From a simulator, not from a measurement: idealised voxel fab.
Name of the process module below: voxel capacitor over wiring
Section shown: cut. Width: 265 nm. Cell size: 5 nm, square.
This document writes a cross-section as a grid whose cells are square, and gives it as bands, listed from the top down; one or more rows of cells form a band. Band: top height; bottom height; in nm. Then, left to right: material with width in nm, for each material. "all across": a single material spanning edge to edge. "air": empty space. The reference from which all heights are counted is 0, the level beneath which the as-received wafer is entirely one material; the lowest band, having no lower bound, proceeds downward and is written after the example "0 -> down". Note: "30..40" means the width goes from the first number (top row of the band) to the second number (bottom row) in equal steps per row of cells. When a step is marked "same as before", none of the cells in the cross-section changed during that step. Voids, fully enclosed: empty space of 8 cells or more with no open way to the top, each as width x height at its distance from the left edge, in nm. Note: text after step settings on the step line = simulator remark on that step. A step's line can hold "overlay nm"; with a mask on that step, the setting says how far right of the planned place the mask lay, while a negative setting says it lay to the left.
## The process steps that were planned are listed below
1,op RECEIVE | material Si
2,op CONFORMAL_DEP | material SiO2 | thk nm 15
3,op CONFORMAL_DEP | material SiCN | thk nm 5
4,op DIRECTIONAL_DEP | material SiO2 | thk nm 15
5,op MASKED_ETCH | tone open | mask id METAL_1 | width nm 25 | pitch nm 85 | etch materials SiO2 | depth nm 15 | overlay nm 0
6,op MASKED_ETCH | tone open | mask id METAL_1 | width nm 25 | pitch nm 85 | etch materials SiCN | depth nm 5 | overlay nm 0
7,op CONFORMAL_DEP | material TiN | thk nm 5
8,op FILL_DEP | material Ru | thk nm 10
9,op CMP | height nm 35
10,op EPI | material Ru | thk nm 5
11,op FILL_DEP | material SiCN | thk nm 5
12,op DIRECTIONAL_DEP | material SiO2 | thk nm 10
13,op PATTERN | tone open | mask id PLUG_1 | material resist | width nm 15 | thk nm 20 | overlay nm 0
14,op DIRECTIONAL_ETCH | etch materials SiO2 | depth nm 10
15,op DIRECTIONAL_ETCH | etch materials SiCN | depth nm 5
16,op STRIP | etch materials resist
17,op CONFORMAL_DEP | material TiN | thk nm 5
18,op FILL_DEP | material Ru | thk nm 5
19,op CMP | height nm 55
20,op DIRECTIONAL_DEP | material TiN | thk nm 10
21,op DIRECTIONAL_DEP | material SiN | thk nm 5
22,op DIRECTIONAL_DEP | material TiN | thk nm 10
23,op DIRECTIONAL_DEP | material aC | thk nm 15
24,op PATTERN | tone cover | mask id UPPER_PLATE | material resist | width nm 65 | thk nm 30 | overlay nm 0
25,op DIRECTIONAL_ETCH | etch materials aC | depth nm 15
26,op STRIP | etch materials resist
27,op DIRECTIONAL_ETCH | etch materials TiN | depth nm 10
28,op DIRECTIONAL_ETCH | etch materials SiN | depth nm 5
29,op STRIP | etch materials aC
30,op DIRECTIONAL_DEP | material aC | thk nm 10
31,op PATTERN | tone cover | mask id LOWER_PLATE | material resist | width nm 75 | thk nm 30 | overlay nm 0
32,op DIRECTIONAL_ETCH | etch materials aC | depth nm 10
33,op STRIP | etch materials resist
34,op DIRECTIONAL_ETCH | etch materials TiN | depth nm 10
35,op STRIP | etch materials aC
36,op FILL_DEP | material SiO2 | thk nm 15
37,op CMP | height nm 90
38,op MASKED_ETCH | tone open | mask id PLUG_2 | width nm 15 | etch materials SiO2 | depth nm 10 | overlay nm 0
39,op CONFORMAL_DEP | material TiN | thk nm 5
40,op FILL_DEP | material Ru | thk nm 10
41,op CMP | height nm 90
42,op CONFORMAL_DEP | material SiCN | thk nm 5
## Cross-section of the wafer upon arrival, representing the state reached after step 1
0 -> down: Si all across
Voids, fully enclosed: none
## Cross-sectional view of the first of the two wafers upon completion of the module, processed in accordance with the plan
95 -> 90: SiCN all across
90 -> 85: SiO2 95 nm  TiN 5 nm  Ru 5 nm  TiN 5 nm  SiO2 155 nm
85 -> 80: SiO2 95 nm  TiN 15 nm  SiO2 155 nm
80 -> 70: SiO2 85 nm  TiN 65 nm  SiO2 115 nm
70 -> 65: SiO2 85 nm  SiN 65 nm  SiO2 115 nm
65 -> 55: SiO2 80 nm  TiN 75 nm  SiO2 110 nm
55 -> 45: SiO2 85 nm  TiN 5 nm  Ru 5 nm  TiN 5 nm  SiO2 165 nm
45 -> 40: SiCN 85 nm  TiN 15 nm  SiCN 165 nm
40 -> 35: SiCN 70 nm  Ru 35 nm  SiCN 50 nm  Ru 35 nm  SiCN 75 nm
35 -> 20: SiO2 75 nm  TiN 5 nm  Ru 15 nm  TiN 5 nm  SiO2 60 nm  TiN 5 nm  Ru 15 nm  TiN 5 nm  SiO2 80 nm
20 -> 15: SiCN 75 nm  TiN 25 nm  SiCN 60 nm  TiN 25 nm  SiCN 80 nm
15 -> 0: SiO2 all across
0 -> down: Si all across
Voids, fully enclosed: none
## Cross-sectional view of the second of two wafers upon completion of the module. This wafer shared its starting condition and process plan with the first; one error was made during its execution
95 -> 90: SiCN all across
90 -> 85: SiO2 95 nm  TiN 5 nm  Ru 5 nm  TiN 5 nm  SiO2 155 nm
85 -> 80: SiO2 95 nm  TiN 15 nm  SiO2 155 nm
80 -> 70: SiO2 85 nm  TiN 65 nm  SiO2 115 nm
70 -> 65: SiO2 85 nm  SiN 65 nm  SiO2 115 nm
65 -> 55: SiO2 80 nm  TiN 75 nm  SiO2 110 nm
55 -> 45: SiO2 85 nm  TiN 5 nm  Ru 5 nm  TiN 5 nm  SiO2 165 nm
45 -> 40: SiCN 85 nm  TiN 15 nm  SiCN 165 nm
40 -> 35: SiCN 60 nm  Ru 35 nm  SiCN 50 nm  Ru 35 nm  SiCN 85 nm
35 -> 25: SiO2 65 nm  TiN 5 nm  Ru 15 nm  TiN 5 nm  SiO2 60 nm  TiN 5 nm  Ru 15 nm  TiN 5 nm  SiO2 90 nm
25 -> 20: SiO2 65 nm  TiN 15 nm  Ru 5 nm  TiN 5 nm  SiO2 60 nm  TiN 15 nm  Ru 5 nm  TiN 5 nm  SiO2 90 nm
20 -> 15: SiCN 75 nm  TiN 15 nm  SiCN 70 nm  TiN 15 nm  SiCN 90 nm
15 -> 0: SiO2 all across
0 -> down: Si all across
Voids, fully enclosed: none
what went wrong: step 5 off recipe, ran as op MASKED_ETCH | tone open | mask id METAL_1 | width nm 25 | pitch nm 85 | etch materials SiO2 | depth nm 15 | overlay nm -10
Final tally in cells, some materials are higher or lower on the second wafer than on the first: -4 Ru; +4 SiCN
